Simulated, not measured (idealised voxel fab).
Process module heading - voxel wiring stack
Xsec cut, 300 nm wide, square cell size 5 nm.
Cross-section spec: square-cell grid; bands listed top down; each band is one or more rows.
Look at the band entry: it leads with the top's height and the bottom's height in nm. Then it lists the materials left to right, with a width in nm for each. The word "full width" on a single material says that material fills the band edge to edge. The word "blank" is empty space.
Height datum 0, below which the as-received substrate wafer is one material. Lowest band open at the bottom, running downward: "0 and below".
Note: "30..40" means the width goes from the first number (top row of the band) to the second number (bottom row) in equal steps per row of cells.
What does "identical to before" mean for a step? It means no cell of the cross-section changed in that step.
"Entrapped voids" means: voids of 8 cells or more that are shut off from the top with no open way through. Written width x height at distance, distance from the left edge, in nm.
after a step's settings: what the simulator itself notes on the step
Regarding "overlay nm": on a step with a mask, it is the distance the mask lay to the right of its planned place; a negative value places it to the left.
[The following list gives the planned process steps]
step 1: RECEIVE (material Si)
step 2: CONFORMAL_DEP (material SiO2; thk nm 15)
step 3: DIRECTIONAL_DEP (material TiN; thk nm 5)
step 4: DIRECTIONAL_DEP (material W; thk nm 25)
step 5: DIRECTIONAL_DEP (material aC; thk nm 15)
step 6: PATTERN (tone cover; mask id METAL_1; material resist; width nm 20; pitch nm 35; thk nm 30; overlay nm 0)
step 7: DIRECTIONAL_ETCH (etch materials aC; depth nm 15)
step 8: STRIP (etch materials resist)
step 9: DIRECTIONAL_ETCH (etch materials W; depth nm 25)
step 10: DIRECTIONAL_ETCH (etch materials TiN; depth nm 5)
step 11: STRIP (etch materials aC)
step 12: FILL_DEP (material SiO2; thk nm 10)
step 13: CMP (height nm 45)
step 14: CONFORMAL_DEP (material SiCN; thk nm 5)
step 15: DIRECTIONAL_DEP (material lowk; thk nm 20)
step 16: PATTERN (tone open; mask id PLUG_1; material resist; width nm 15; thk nm 20; overlay nm 0)
step 17: DIRECTIONAL_ETCH (etch materials lowk; depth nm 20)
step 18: DIRECTIONAL_ETCH (etch materials SiCN; depth nm 5)
step 19: STRIP (etch materials resist)
step 20: EPI (material Ru; thk nm 10)
step 21: EPI (material Ru; thk nm 10)
step 22: EPI (material Ru; thk nm 5)
step 23: DIRECTIONAL_DEP (material TiN; thk nm 5)
step 24: DIRECTIONAL_DEP (material W; thk nm 25)
step 25: DIRECTIONAL_DEP (material aC; thk nm 15)
step 26: PATTERN (tone cover; mask id METAL_2; material resist; width nm 20; pitch nm 35; thk nm 35; overlay nm 0)
step 27: DIRECTIONAL_ETCH (etch materials aC; depth nm 15)
step 28: STRIP (etch materials resist)
step 29: DIRECTIONAL_ETCH (etch materials W; depth nm 25)
step 30: DIRECTIONAL_ETCH (etch materials TiN; depth nm 5)
step 31: STRIP (etch materials aC)
step 32: CONFORMAL_DEP (material SiN; thk nm 5)
step 33: FILL_DEP (material SiO2; thk nm 5)
step 34: CMP (height nm 100)
step 35: CONFORMAL_DEP (material SiCN; thk nm 5)
step 36: DIRECTIONAL_DEP (material SiO2; thk nm 20)
step 37: PATTERN (tone open; mask id PLUG_2; material resist; width nm 15; thk nm 20; overlay nm 0)
step 38: DIRECTIONAL_ETCH (etch materials SiO2; depth nm 20)
step 39: DIRECTIONAL_ETCH (etch materials SiCN; depth nm 5)
step 40: STRIP (etch materials resist)
step 41: EPI (material Ru; thk nm 10)
step 42: EPI (material Ru; thk nm 10)
step 43: EPI (material Ru; thk nm 5)
step 44: DIRECTIONAL_DEP (material TiN; thk nm 5)
step 45: DIRECTIONAL_DEP (material Ru; thk nm 15)
step 46: MASKED_ETCH (tone cover; mask id METAL_3; width nm 20; pitch nm 35; etch materials Ru; depth nm 15; overlay nm 0)
step 47: MASKED_ETCH (tone cover; mask id METAL_3; width nm 20; pitch nm 35; etch materials TiN; depth nm 5; overlay nm 0)
step 48: CONFORMAL_DEP (material SiCN; thk nm 5)
step 49: FILL_DEP (material SiO2; thk nm 5)
step 50: CMP (height nm 145)
step 51: CONFORMAL_DEP (material SiCN; thk nm 5)
[Step 1 complete: cross-section of the wafer as received]
* 0 and below = Si full width
* Entrapped voids: none
[Result of the module, cross-sectioned: start per above, plan per above, one error in how it was run]
* 150 down to 145 = SiCN full width
* 145 down to 130 = 115 of SiO2 / 5 of SiCN / 20 of Ru / 5 of SiCN / 5 of SiO2 / 5 of SiCN / 20 of Ru / 5 of SiCN / 120 of SiO2
* 130 down to 125 = 120 of SiCN / 20 of TiN / 15 of SiCN / 20 of TiN / 125 of SiCN
* 125 down to 105 = 120 of SiO2 / 15 of Ru / 165 of SiO2
* 105 down to 100 = 120 of SiCN / 15 of Ru / 165 of SiCN
* 100 down to 75 = 115 of SiO2 / 5 of SiN / 20 of W / 5 of SiN / 5 of SiO2 / 5 of SiN / 20 of W / 5 of SiN / 120 of SiO2
* 75 down to 70 = 120 of SiN / 20 of TiN / 15 of SiN / 20 of TiN / 125 of SiN
* 70 down to 50 = 120 of lowk / 15 of Ru / 165 of lowk
* 50 down to 45 = 120 of SiCN / 15 of Ru / 165 of SiCN
* 45 down to 20 = 110 of SiO2 / 20 of W / 15 of SiO2 / 20 of W / 135 of SiO2
* 20 down to 15 = 110 of SiO2 / 20 of TiN / 15 of SiO2 / 20 of TiN / 135 of SiO2
* 15 down to 0 = SiO2 full width
* 0 and below = Si full width
* Entrapped voids: none
Processing error: rather than as planned, step 6 actually ran as PATTERN (tone cover; mask id METAL_1; material resist; width nm 20; pitch nm 35; thk nm 30; overlay nm -10)
